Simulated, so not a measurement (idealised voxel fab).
Herein follows the process module entitled voxel self aligned vias.
Cross-section cut: width 185 nm, square cells of 5 nm.
Cross-section spec: square-cell grid; bands listed top down; each band is one or more rows. Band entry format. Leading values: height of top, height of bottom, nm. Remainder: materials in left-to-right order, each with its width in nm. Special words: "edge to edge" on a single material, which then fills the band edge to edge; "air", empty space. Where do heights start? At 0: under that level the wafer as delivered is made of one material only. And the lowest band has no floor; it just carries on downward, as in "0 nm and below". So if you see something like "30..40" for the width, read it as the top row of the band sitting at the first number and the bottom row at the second, with every row in between moving by the same amount as the last. A step reported as "no modification" is a step in which no cell of the cross-section changed. So "Voids, sealed" is basically the list of trapped voids: any empty space of 8 cells or more that can't reach the top through an opening. They're written width x height at distance, the distance being from the left edge, and it's all nm. If you see something after the settings on a step's line, that's the simulator's own remark about that step. "overlay nm" on a masked step: distance the mask lay right of its planned place, negative for left.

## List of planned process steps
1,op RECEIVE | material Si
2,op CONFORMAL_DEP | material SiO2 | thk nm 15
3,op CONFORMAL_DEP | material SiCN | thk nm 5
4,op DIRECTIONAL_DEP | material lowk | thk nm 30
5,op DIRECTIONAL_DEP | material aC | thk nm 10
6,op PATTERN | tone open | mask id LINES | material resist | width nm 25 | pitch nm 55 | thk nm 30 | overlay nm 0
7,op DIRECTIONAL_ETCH | etch materials aC | depth nm 10
8,op STRIP | etch materials resist
9,op DIRECTIONAL_ETCH | etch materials lowk | depth nm 30
10,op STRIP | etch materials aC
11,op CONFORMAL_DEP | material TiN | thk nm 5
12,op FILL_DEP | material Ru | thk nm 5
13,op CMP | height nm 50
14,op SELECTIVE_ETCH | etch materials W Ru TiN | depth nm 5
15,op FILL_DEP | material SiN | thk nm 10
16,op CMP | height nm 50
17,op DIRECTIONAL_DEP | material lowk | thk nm 15
18,op PATTERN | tone open | mask id VIAS | material resist | width nm 35 | pitch nm 55 | thk nm 15 | overlay nm 0
19,op DIRECTIONAL_ETCH | etch materials lowk | depth nm 15
20,op DIRECTIONAL_ETCH | etch materials SiN | depth nm 5
21,op STRIP | etch materials resist
22,op CONFORMAL_DEP | material TiN | thk nm 5
23,op FILL_DEP | material W | thk nm 10
24,op CMP | height nm 65
25,op CONFORMAL_DEP | material SiCN | thk nm 5

## Step 1 complete: cross-section of the wafer as received
  0 nm and below: Si edge to edge
  Voids, sealed: none

## End state of the module in cross-section, given the above starting point and plan and one mistake in execution
  70 nm to 65 nm: SiCN edge to edge
  65 nm to 55 nm: lowk 20  TiN 5  W 25  TiN 5  lowk 20  TiN 5  W 25  TiN 5  lowk 20  TiN 5  W 25  TiN 5  lowk 20
  55 nm to 50 nm: lowk 20  TiN 10  W 15  TiN 10  lowk 20  TiN 10  W 15  TiN 10  lowk 20  TiN 10  W 15  TiN 10  lowk 20
  50 nm to 45 nm: lowk 25  TiN 25  lowk 30  TiN 25  lowk 30  TiN 25  lowk 25
  45 nm to 40 nm: lowk 25  TiN 5  Ru 15  TiN 5  lowk 30  TiN 5  Ru 15  TiN 5  lowk 30  TiN 5  Ru 15  TiN 5  lowk 25
  40 nm to 35 nm: lowk 25  TiN 25  lowk 30  TiN 25  lowk 30  TiN 25  lowk 25
  35 nm to 30 nm: SiCN edge to edge
  30 nm to 0 nm: SiO2 edge to edge
  0 nm and below: Si edge to edge
  Voids, sealed: none
What was the processing mistake? twice, step 2 of the plan was run
